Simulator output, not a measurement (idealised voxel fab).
Process module under the name voxel lift off
The figure presents cross-section cut, which has a width of 270 nm and is divided into square cells with an edge length of 5 nm.
Format of a cross-section: grid, square cells. Given as bands. Order: top down. Band: one or more rows of cells. It is stipulated that each band's entry specify, in nanometres, the height of the top of the band and then that of its bottom, followed by the materials of the band in left-to-right sequence, each together with its width in nanometres. A single material marked by the word "edge to edge" is understood to fill the band from edge to edge; the word "blank" is understood to denote empty space. Height reference: 0 = level under which incoming wafer is all one material. Lowest band: no bottom, runs on downward, e.g. "0 and below". The width entry "30->40" should be interpreted row by row: the top row of cells in the band takes the first number, the bottom row takes the second number, and the change between adjacent rows is uniform throughout. The designation "no alteration", where it is given for a processing step, indicates that no cell of the cross-section was altered in the course of that step. "Non-vented voids" means: voids of 8 cells or more that are shut off from the top with no open way through. Written width x height at distance, distance from the left edge, in nm. What comes after the settings on a step's line is commentary from the simulator itself on that step. What "overlay nm" on a step's line means: if the step has a mask, that mask lay this far to the right of its planned place, or, when the value is negative, to the left.

This section lists the process steps that were planned:
- 1: RECEIVE (material Si)
- 2: CONFORMAL_DEP (material SiO2; thk nm 5)
- 3: PATTERN (tone open; mask id LINES; material resist; width nm 25; pitch nm 50; thk nm 30; overlay nm 0)
- 4: DIRECTIONAL_DEP (material Ru; thk nm 15)
- 5: STRIP (etch materials resist)
- 6: CONFORMAL_DEP (material SiO2; thk nm 5)
Same starting wafers, different thk nm at step 6. Plan value belongs to the first wafer.

Cross-section of the first of several wafers as received (after step 1):
    0 and below = Si edge to edge
    Non-vented voids: none

Post step 6, the closing step of the module: first of several wafers, cross-sectioned:
    25 down to 20 = blank 40 nm; SiO2 35 nm; blank 15 nm; SiO2 35 nm; blank 15 nm; SiO2 35 nm; blank 15 nm; SiO2 35 nm; blank 45 nm
    20 down to 10 = blank 40 nm; SiO2 5 nm; Ru 25 nm; SiO2 5 nm; blank 15 nm; SiO2 5 nm; Ru 25 nm; SiO2 5 nm; blank 15 nm; SiO2 5 nm; Ru 25 nm; SiO2 5 nm; blank 15 nm; SiO2 5 nm; Ru 25 nm; SiO2 5 nm; blank 45 nm
    10 down to 5 = SiO2 45 nm; Ru 25 nm; SiO2 25 nm; Ru 25 nm; SiO2 25 nm; Ru 25 nm; SiO2 25 nm; Ru 25 nm; SiO2 50 nm
    5 down to 0 = SiO2 edge to edge
    0 and below = Si edge to edge
    Non-vented voids: none

Wafer cross-section (last wafer, module end):
    45 down to 30 = blank 20 nm; SiO2 225 nm; blank 25 nm
    30 down to 20 = SiO2 edge to edge
    20 down to 5 = SiO2 45 nm; Ru 25 nm; SiO2 25 nm; Ru 25 nm; SiO2 25 nm; Ru 25 nm; SiO2 25 nm; Ru 25 nm; SiO2 50 nm
    5 down to 0 = SiO2 edge to edge
    0 and below = Si edge to edge
    Non-vented voids: none

Gained (+) or lost (-) cells of each material since receipt, then closed voids: one row per wafer, at the end of the module:
thk nm 5, +60 Ru, +132 SiO2, Non-vented voids: none
thk nm 10, +60 Ru, +210 SiO2, Non-vented voids: none
thk nm 15, +60 Ru, +279 SiO2, Non-vented voids: none
thk nm 20, +60 Ru, +339 SiO2, Non-vented voids: none
thk nm 25, +60 Ru, +399 SiO2, Non-vented voids: none
